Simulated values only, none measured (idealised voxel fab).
voxel trench capacitor: a process module
Square cell edge 5 nm, section width 190 nm, ID cut.
When this document writes out a cross-section, it uses a grid of square cells and lists it as bands, beginning at the top and moving down, with a band standing for one or more rows of cells. Quick guide to a band line: top height, bottom height (nm) up front; then every material left to right with its width in nm. Only one material and it's marked "everywhere"? Then it fills the band edge to edge. And "air" just means empty space. Note: height 0 marks the level under which the wafer is uniformly one material as received. Lowest band unbounded below, written "from 0 down". Read "30..40" as a graded width: first number on top, second number at the bottom, same change between each pair of neighbouring rows. Key: "remained the same" - step with no changed cell in the cross-section. "Trapped void list" - sealed voids, min. 8 cells, no opening to top; format: width x height at distance (distance from left edge; nm throughout). Where a step's line continues beyond its settings, the continuation is a remark by the simulator itself on that step. A step line may carry the setting "overlay nm", which, for steps involving a mask, states the distance by which the mask lay to the right of its intended position; negative values denote displacement to the left.
Plan:
1) RECEIVE | material Si
2) CONFORMAL_DEP | material SiN | thk nm 10
3) DIRECTIONAL_DEP | material aC | thk nm 10
4) PATTERN | tone open | mask id TRENCH | material resist | width nm 30 | pitch nm 45 | thk nm 30 | overlay nm -15
5) DIRECTIONAL_ETCH | etch materials aC | depth nm 10
6) STRIP | etch materials resist
7) DIRECTIONAL_ETCH | etch materials SiN | depth nm 10
8) DIRECTIONAL_ETCH | etch materials Si | depth nm 35
9) STRIP | etch materials aC
10) CONFORMAL_DEP | material Al2O3 | thk nm 5
11) CONFORMAL_DEP | material TiN | thk nm 5
12) FILL_DEP | material W | thk nm 5
13) CMP | height nm 10
Don't read the plan's overlay nm for step 4 as applying to every wafer: that's the first wafer's value, and the wafers differ in it, though they all start identical.
The first of several wafers, as received after step 1, seen in section:
  from 0 down = Si everywhere
  Trapped void list: none
Take a look at the first of several wafers in cross-section: the module is done, and step 13 was its last step:
  from 10 to 0 = 40 nm SiN, then 5 nm Al2O3, then 5 nm TiN, then 10 nm W, then 5 nm TiN, then 5 nm Al2O3, then 15 nm SiN, then 5 nm Al2O3, then 5 nm TiN, then 10 nm W, then 5 nm TiN, then 5 nm Al2O3, then 75 nm SiN
  from 0 to -25 = 40 nm Si, then 5 nm Al2O3, then 5 nm TiN, then 10 nm W, then 5 nm TiN, then 5 nm Al2O3, then 15 nm Si, then 5 nm Al2O3, then 5 nm TiN, then 10 nm W, then 5 nm TiN, then 5 nm Al2O3, then 75 nm Si
  from -25 to -30 = 40 nm Si, then 5 nm Al2O3, then 20 nm TiN, then 5 nm Al2O3, then 15 nm Si, then 5 nm Al2O3, then 20 nm TiN, then 5 nm Al2O3, then 75 nm Si
  from -30 to -35 = 40 nm Si, then 30 nm Al2O3, then 15 nm Si, then 30 nm Al2O3, then 75 nm Si
  from -35 down = Si everywhere
  Trapped void list: none
Showing the last wafer in cross-section at the end of the module:
  from 10 to 0 = 70 nm SiN, then 5 nm Al2O3, then 5 nm TiN, then 10 nm W, then 5 nm TiN, then 5 nm Al2O3, then 15 nm SiN, then 5 nm Al2O3, then 5 nm TiN, then 10 nm W, then 5 nm TiN, then 5 nm Al2O3, then 45 nm SiN
  from 0 to -25 = 70 nm Si, then 5 nm Al2O3, then 5 nm TiN, then 10 nm W, then 5 nm TiN, then 5 nm Al2O3, then 15 nm Si, then 5 nm Al2O3, then 5 nm TiN, then 10 nm W, then 5 nm TiN, then 5 nm Al2O3, then 45 nm Si
  from -25 to -30 = 70 nm Si, then 5 nm Al2O3, then 20 nm TiN, then 5 nm Al2O3, then 15 nm Si, then 5 nm Al2O3, then 20 nm TiN, then 5 nm Al2O3, then 45 nm Si
  from -30 to -35 = 70 nm Si, then 30 nm Al2O3, then 15 nm Si, then 30 nm Al2O3, then 45 nm Si
  from -35 down = Si everywhere
  Trapped void list: none
What follows is a table in which each wafer occupies a row; for the wafer as it stands at the close of the module, the row states, material by material, how many cells have been gained (+) or lost (-) since receipt, and then gives its closed voids:
overlay nm -15; +44 Al2O3; -84 Si; +52 SiN; +36 TiN; +28 W; Trapped void list: none
overlay nm -10; +44 Al2O3; -84 Si; +52 SiN; +36 TiN; +28 W; Trapped void list: none
overlay nm -5; +44 Al2O3; -84 Si; +52 SiN; +36 TiN; +28 W; Trapped void list: none
overlay nm 0; +44 Al2O3; -84 Si; +52 SiN; +36 TiN; +28 W; Trapped void list: none
overlay nm 5; +44 Al2O3; -84 Si; +52 SiN; +36 TiN; +28 W; Trapped void list: none
overlay nm 10; +44 Al2O3; -84 Si; +52 SiN; +36 TiN; +28 W; Trapped void list: none
overlay nm 15; +44 Al2O3; -84 Si; +52 SiN; +36 TiN; +28 W; Trapped void list: none
